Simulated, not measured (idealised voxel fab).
process module | voxel self aligned contacts
cross-section cut | 185 nm wide | cells 5 nm
A cross-section is a grid of square cells, given in bands from the top down. A band is one or more rows of cells.
Each band's line starts with the height of the band's top and of its bottom, in nm. Then come its materials from left to right, each with its width in nm. One material with "throughout" fills the band from edge to edge. "air" is empty space.
Height 0 is the level under which the wafer as received is all one material. The lowest band goes on downwards, as in "0 down".
A width such as "30 to 40" changes by the same amount from each row of cells to the next, from the band's top row to its bottom row.
"no change" after a step means that no cell of the cross-section changed.
closed voids: empty space of 8 cells or more with no open way to the top, each as width x height at its distance from the left edge, in nm
after a step's settings: what the simulator itself notes on the step
overlay nm, on a step with a mask: how far to the right of its planned place the mask lay; to the left if negative
plan
1 op RECEIVE | material Si
2 op CONFORMAL_DEP | material SiO2 | thk nm 5
3 op DIRECTIONAL_DEP | material polySi | thk nm 25
4 op DIRECTIONAL_DEP | material SiN | thk nm 15
5 op PATTERN | tone cover | mask id GATE | material resist | width nm 25 | pitch nm 50 | thk nm 20 | overlay nm 0
6 op DIRECTIONAL_ETCH | etch materials SiN | depth nm 15
7 op DIRECTIONAL_ETCH | etch materials polySi | depth nm 25
8 op STRIP | etch materials resist
9 op CONFORMAL_DEP | material SiN | thk nm 5
10 op DIRECTIONAL_ETCH | etch materials SiN | depth nm 5
11 op FILL_DEP | material SiO2 | thk nm 20
12 op CMP | height nm 55
13 op PATTERN | tone open | mask id CONTACT | material resist | width nm 35 | thk nm 15 | overlay nm -15
14 op DIRECTIONAL_ETCH | etch materials SiO2 | depth nm 55
15 op STRIP | etch materials resist
16 op CONFORMAL_DEP | material TiN | thk nm 5
17 op FILL_DEP | material W | thk nm 10
18 op CMP | height nm 55
19 op CONFORMAL_DEP | material SiN | thk nm 5
varied across the wafers: overlay nm of step 13. The plan shows the first wafer's value. All wafers start alike
first wafer as received, after step 1
  0 down: Si throughout
  closed voids: none
first wafer at the end, after step 19
  60 to 55: SiN throughout
  55 to 50: SiO2 60 | TiN 5 | W 25 | TiN 5 | SiO2 90
  50 to 45: SiO2 60 | TiN 35 | SiO2 90
  45 to 30: SiO2 50 | SiN 35 | TiN 10 | SiO2 5 | SiN 35 | SiO2 50
  30 to 5: SiO2 50 | SiN 5 | polySi 25 | SiN 5 | TiN 10 | SiO2 5 | SiN 5 | polySi 25 | SiN 5 | SiO2 50
  5 to 0: SiO2 85 | TiN 10 | SiO2 90
  0 down: Si throughout
  closed voids: none
last wafer at the end
  60 to 55: SiN throughout
  55 to 50: SiO2 90 | TiN 5 | W 25 | TiN 5 | SiO2 60
  50 to 45: SiO2 90 | TiN 35 | SiO2 60
  45 to 30: SiO2 50 | SiN 35 | SiO2 5 | TiN 10 | SiN 35 | SiO2 50
  30 to 5: SiO2 50 | SiN 5 | polySi 25 | SiN 5 | SiO2 5 | TiN 10 | SiN 5 | polySi 25 | SiN 5 | SiO2 50
  5 to 0: SiO2 90 | TiN 10 | SiO2 85
  0 down: Si throughout
  closed voids: none
each wafer at the end: cells of each material gained (+) or lost (-) since it was received, then its closed voids
overlay nm -15 | +99 SiN | +263 SiO2 | +27 TiN | +5 W | +50 polySi | closed voids: none
overlay nm -10 | +99 SiN | +254 SiO2 | +27 TiN | +14 W | +50 polySi | closed voids: none
overlay nm -5 | +99 SiN | +254 SiO2 | +27 TiN | +14 W | +50 polySi | closed voids: none
overlay nm 0 | +99 SiN | +254 SiO2 | +27 TiN | +14 W | +50 polySi | closed voids: none
overlay nm 5 | +99 SiN | +254 SiO2 | +27 TiN | +14 W | +50 polySi | closed voids: none
overlay nm 10 | +99 SiN | +254 SiO2 | +27 TiN | +14 W | +50 polySi | closed voids: none
overlay nm 15 | +99 SiN | +263 SiO2 | +27 TiN | +5 W | +50 polySi | closed voids: none
